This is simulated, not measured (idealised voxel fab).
Herein follows the process module entitled voxel wiring stack.
Each square cell in cross-section cut measures 5 nm, and the section as a whole is 285 nm wide.
A cross-section is a grid of square cells, given in bands from the top down. A band is one or more rows of cells.
The entry gives the band's vertical extent as a top height and a bottom height in nm, then its horizontal make-up as materials from left to right, each with a width in nm. "empty" stands for empty space; a single material marked "full width" fills the band edge to edge.
Height datum 0, below which the as-received substrate wafer is one material. Lowest band open at the bottom, running downward: "0 nm and below".
Per-row width for "30 to 40": begins at first number (top row of band), ends at second number (bottom row), increment between rows held constant.
Step note "remained the same" = no cross-section cell changed.
Closed-off voids of 8+ cells (no open route to the top) go in "Internal closed voids", written width x height at distance from the left edge, in nm.
Where a step's line continues beyond its settings, the continuation is a remark by the simulator itself on that step.
overlay nm: mask offset rightward from planned place, masked step; negative means leftward offset.

Below is the list of planned process steps
| 1 | RECEIVE [material Si] |
| 2 | CONFORMAL_DEP [material SiO2] [thk nm 15] |
| 3 | CONFORMAL_DEP [material SiCN] [thk nm 5] |
| 4 | DIRECTIONAL_DEP [material lowk] [thk nm 15] |
| 5 | DIRECTIONAL_DEP [material aC] [thk nm 10] |
| 6 | PATTERN [tone open] [mask id METAL_1] [material resist] [width nm 20] [pitch nm 50] [thk nm 30] [overlay nm 0] |
| 7 | DIRECTIONAL_ETCH [etch materials aC] [depth nm 10] |
| 8 | STRIP [etch materials resist] |
| 9 | DIRECTIONAL_ETCH [etch materials lowk] [depth nm 15] |
| 10 | DIRECTIONAL_ETCH [etch materials SiCN] [depth nm 5] |
| 11 | STRIP [etch materials aC] |
| 12 | CONFORMAL_DEP [material TiN] [thk nm 5] |
| 13 | FILL_DEP [material Cu] [thk nm 10] |
| 14 | CMP [height nm 35] |
| 15 | CONFORMAL_DEP [material SiCN] [thk nm 5] |
| 16 | DIRECTIONAL_DEP [material lowk] [thk nm 30] |
| 17 | PATTERN [tone open] [mask id METAL_2_HOLES] [material resist] [width nm 15] [pitch nm 50] [thk nm 15] [overlay nm 0] |
| 18 | DIRECTIONAL_ETCH [etch materials lowk] [depth nm 30] |
| 19 | STRIP [etch materials resist] |
| 20 | DIRECTIONAL_DEP [material aC] [thk nm 15] |
| 21 | PATTERN [tone open] [mask id METAL_2] [material resist] [width nm 20] [pitch nm 50] [thk nm 35] [overlay nm 0] |
| 22 | DIRECTIONAL_ETCH [etch materials aC] [depth nm 15] |
| 23 | STRIP [etch materials resist] |
| 24 | DIRECTIONAL_ETCH [etch materials lowk] [depth nm 15] |
| 25 | DIRECTIONAL_ETCH [etch materials SiCN] [depth nm 5] |
| 26 | STRIP [etch materials aC] |
| 27 | CONFORMAL_DEP [material TiN] [thk nm 5] |
| 28 | FILL_DEP [material Cu] [thk nm 5] |
| 29 | CMP [height nm 70] |
| 30 | CONFORMAL_DEP [material SiCN] [thk nm 5] |

Shown in cross-section is the wafer as received, that is, as it stands after step 1
	0 nm and below | Si full width
	Internal closed voids: none

Cross-sectional view of the first of the two wafers upon completion of the module, processed in accordance with the plan
	75 nm to 70 nm | SiCN full width
	70 nm to 60 nm | lowk=80 / TiN=5 / Cu=10 / TiN=5 / lowk=30 / TiN=5 / Cu=10 / TiN=5 / lowk=30 / TiN=5 / Cu=10 / TiN=5 / lowk=85
	60 nm to 55 nm | lowk=80 / TiN=5 / Cu=5 / TiN=10 / lowk=30 / TiN=5 / Cu=5 / TiN=10 / lowk=30 / TiN=5 / Cu=5 / TiN=10 / lowk=85
	55 nm to 40 nm | lowk=80 / TiN=5 / Cu=5 / TiN=5 / lowk=35 / TiN=5 / Cu=5 / TiN=5 / lowk=35 / TiN=5 / Cu=5 / TiN=5 / lowk=90
	40 nm to 35 nm | SiCN=80 / TiN=15 / SiCN=35 / TiN=15 / SiCN=35 / TiN=15 / SiCN=90
	35 nm to 20 nm | lowk=80 / TiN=5 / Cu=10 / TiN=5 / lowk=30 / TiN=5 / Cu=10 / TiN=5 / lowk=30 / TiN=5 / Cu=10 / TiN=5 / lowk=85
	20 nm to 15 nm | SiCN=80 / TiN=20 / SiCN=30 / TiN=20 / SiCN=30 / TiN=20 / SiCN=85
	15 nm to 0 nm | SiO2 full width
	0 nm and below | Si full width
	Internal closed voids: none

So this is wafer number two of the two, cut at the end of the module - it started where the first did and had the same plan, we just got one thing wrong running it
	75 nm to 70 nm | lowk full width
	70 nm to 60 nm | lowk=80 / TiN=5 / Cu=10 / TiN=5 / lowk=30 / TiN=5 / Cu=10 / TiN=5 / lowk=30 / TiN=5 / Cu=10 / TiN=5 / lowk=85
	60 nm to 55 nm | lowk=80 / TiN=5 / Cu=5 / TiN=10 / lowk=30 / TiN=5 / Cu=5 / TiN=10 / lowk=30 / TiN=5 / Cu=5 / TiN=10 / lowk=85
	55 nm to 40 nm | lowk=80 / TiN=5 / Cu=5 / TiN=5 / lowk=35 / TiN=5 / Cu=5 / TiN=5 / lowk=35 / TiN=5 / Cu=5 / TiN=5 / lowk=90
	40 nm to 35 nm | SiCN=80 / TiN=15 / SiCN=35 / TiN=15 / SiCN=35 / TiN=15 / SiCN=90
	35 nm to 20 nm | lowk=80 / TiN=5 / Cu=10 / TiN=5 / lowk=30 / TiN=5 / Cu=10 / TiN=5 / lowk=30 / TiN=5 / Cu=10 / TiN=5 / lowk=85
	20 nm to 15 nm | SiCN=80 / TiN=20 / SiCN=30 / TiN=20 / SiCN=30 / TiN=20 / SiCN=85
	15 nm to 0 nm | SiO2 full width
	0 nm and below | Si full width
	Internal closed voids: none
What broke from the plan during processing? contrary to plan, step 30 was performed as CONFORMAL_DEP [material lowk] [thk nm 5]
End of process, cell counts, second wafer against first, materials with more or fewer: SiCN: 57 fewer; lowk: 57 more
